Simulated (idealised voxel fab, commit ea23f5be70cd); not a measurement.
Documented hereafter: the process module known as voxel transistor to metal.
The cross-section shown here is cut; it is 195 nm wide and divided into square cells measuring 5 nm on a side.
We lay out every cross-section as a grid of square cells and spell it out in bands from the top down, where one band means one or more rows of cells.
Each band's line starts with the height of the band's top and of its bottom, in nm. Then come its materials from left to right, each with its width in nm. One material with "full width" fills the band from edge to edge. "blank" is empty space.
Convention: height 0 is the level below which the wafer, as received, is all one material. The lowest band does not terminate at the bottom but continues downward, represented as "0 nm and below".
Graded width ("30->40"): value in top row of band = first number; value in bottom row = second number; row-to-row change constant.
For the purposes of this document, the phrase "all unchanged" attached to a step denotes that no cell within the cross-section was modified by that step.
Voids not open to the top, 8 cells minimum: see "Enclosed voids". Written width x height at distance; distance is from the left edge; nm.
after a step's settings: what the simulator itself notes on the step
overlay nm, on a step with a mask: how far to the right of its planned place the mask lay; to the left if negative
[Listed below are the process steps as planned]
1. RECEIVE (material Si)
2. CONFORMAL_DEP (material SiO2; thk nm 5)
3. CONFORMAL_DEP (material SiN; thk nm 10)
4. MASKED_ETCH (tone cover; mask id ACTIVE; width nm 125; etch materials SiN; depth nm 10; overlay nm 0)
5. MASKED_ETCH (tone cover; mask id ACTIVE; width nm 125; etch materials SiO2; depth nm 5; overlay nm 0)
6. MASKED_ETCH (tone cover; mask id ACTIVE; width nm 125; etch materials Si; depth nm 25; overlay nm 0)
7. FILL_DEP (material SiO2; thk nm 5)
8. CMP (height nm 15)
9. SELECTIVE_ETCH (etch materials SiO2; depth nm 10)
10. STRIP (etch materials SiN)
11. SELECTIVE_ETCH (etch materials SiO2; depth nm 5)
12. OXIDIZE (depth nm 5)
13. DIRECTIONAL_DEP (material polySi; thk nm 25)
14. DIRECTIONAL_DEP (material SiCN; thk nm 10)
15. PATTERN (tone cover; mask id GATE; material resist; width nm 25; thk nm 15; overlay nm 0)
16. DIRECTIONAL_ETCH (etch materials SiCN; depth nm 20)
17. DIRECTIONAL_ETCH (etch materials polySi; depth nm 35)
18. STRIP (etch materials resist)
19. CONFORMAL_DEP (material SiN; thk nm 10)
20. DIRECTIONAL_ETCH (etch materials SiN; depth nm 10)
21. DIRECTIONAL_ETCH (etch materials SiO2; depth nm 5)
22. DIRECTIONAL_ETCH (etch materials Si; depth nm 5)
23. EPI (material SiGe; thk nm 10)
24. FILL_DEP (material SiO2; thk nm 10)
25. CMP (height nm 35)
26. DIRECTIONAL_DEP (material SiO2; thk nm 15)
27. DIRECTIONAL_DEP (material aC; thk nm 15)
28. PATTERN (tone open; mask id CONTACT; material resist; width nm 35; pitch nm 70; thk nm 30; overlay nm 0)
29. DIRECTIONAL_ETCH (etch materials aC; depth nm 15)
30. STRIP (etch materials resist)
31. DIRECTIONAL_ETCH (etch materials SiO2; depth nm 50)
32. STRIP (etch materials aC)
33. CONFORMAL_DEP (material TiN; thk nm 5)
34. FILL_DEP (material Ru; thk nm 10)
35. CMP (height nm 50)
36. CONFORMAL_DEP (material SiCN; thk nm 5)
37. DIRECTIONAL_DEP (material lowk; thk nm 20)
38. MASKED_ETCH (tone open; mask id METAL_1; width nm 20; pitch nm 85; etch materials lowk; depth nm 20; overlay nm 0)
39. MASKED_ETCH (tone open; mask id METAL_1; width nm 20; pitch nm 85; etch materials SiCN; depth nm 5; overlay nm 0)
40. CONFORMAL_DEP (material TiN; thk nm 5)
41. FILL_DEP (material W; thk nm 5)
42. CMP (height nm 75)
43. CONFORMAL_DEP (material SiCN; thk nm 5)
44. DIRECTIONAL_DEP (material SiO2; thk nm 30)
45. PATTERN (tone open; mask id METAL_2; material resist; width nm 20; pitch nm 85; thk nm 15; overlay nm 0)
46. DIRECTIONAL_ETCH (etch materials SiO2; depth nm 20)
47. STRIP (etch materials resist)
48. MASKED_ETCH (tone open; mask id METAL_2_HOLES; width nm 15; pitch nm 85; etch materials SiO2; depth nm 10; overlay nm 0)
49. MASKED_ETCH (tone open; mask id METAL_2_HOLES; width nm 15; pitch nm 85; etch materials SiCN; depth nm 5; overlay nm 0)
50. CONFORMAL_DEP (material TiN; thk nm 5)
51. FILL_DEP (material Cu; thk nm 10)
52. CMP (height nm 110)
53. CONFORMAL_DEP (material SiN; thk nm 5)
[Wafer as received: cross-section following step 1]
    0 nm and below  Si full width
    Enclosed voids: none
[Look at the cross-section after the module: the wafer started out the way shown above and the plan was the one shown above, yet one mistake was made along the way]
    115 nm to 110 nm  SiN full width
    110 nm to 95 nm  SiO2=45 | TiN=5 | Cu=10 | TiN=5 | SiO2=65 | TiN=5 | Cu=10 | TiN=5 | SiO2=45
    95 nm to 90 nm  SiO2=45 | TiN=5 | Cu=5 | TiN=10 | SiO2=65 | TiN=5 | Cu=5 | TiN=10 | SiO2=45
    90 nm to 80 nm  SiO2=45 | TiN=5 | Cu=5 | TiN=5 | SiO2=70 | TiN=5 | Cu=5 | TiN=5 | SiO2=50
    80 nm to 75 nm  SiCN=45 | TiN=15 | SiCN=70 | TiN=15 | SiCN=50
    75 nm to 55 nm  lowk=45 | TiN=5 | W=10 | TiN=5 | lowk=65 | TiN=5 | W=10 | TiN=5 | lowk=45
    55 nm to 50 nm  SiCN=45 | TiN=20 | SiCN=65 | TiN=20 | SiCN=45
    50 nm to 40 nm  SiO2=45 | TiN=5 | Ru=25 | TiN=5 | SiO2=35 | TiN=5 | Ru=25 | TiN=5 | SiO2=45
    40 nm to 35 nm  SiO2=45 | TiN=5 | Ru=20 | TiN=10 | SiO2=35 | TiN=10 | Ru=20 | TiN=5 | SiO2=45
    35 nm to 30 nm  SiO2=45 | TiN=5 | Ru=20 | TiN=5 | SiN=10 | SiCN=25 | SiN=10 | TiN=5 | Ru=20 | TiN=5 | SiO2=45
    30 nm to 25 nm  SiO2=45 | TiN=30 | SiN=10 | SiCN=25 | SiN=10 | TiN=30 | SiO2=45
    25 nm to 0 nm  SiN full width
    0 nm to -5 nm  SiO2 full width
    -5 nm to -25 nm  SiO2=35 | Si=125 | SiO2=35
    -25 nm and below  Si full width
    Enclosed voids: none
Diagnosis: step 13 did not happen as planned, as run it was DIRECTIONAL_DEP (material SiN; thk nm 25)
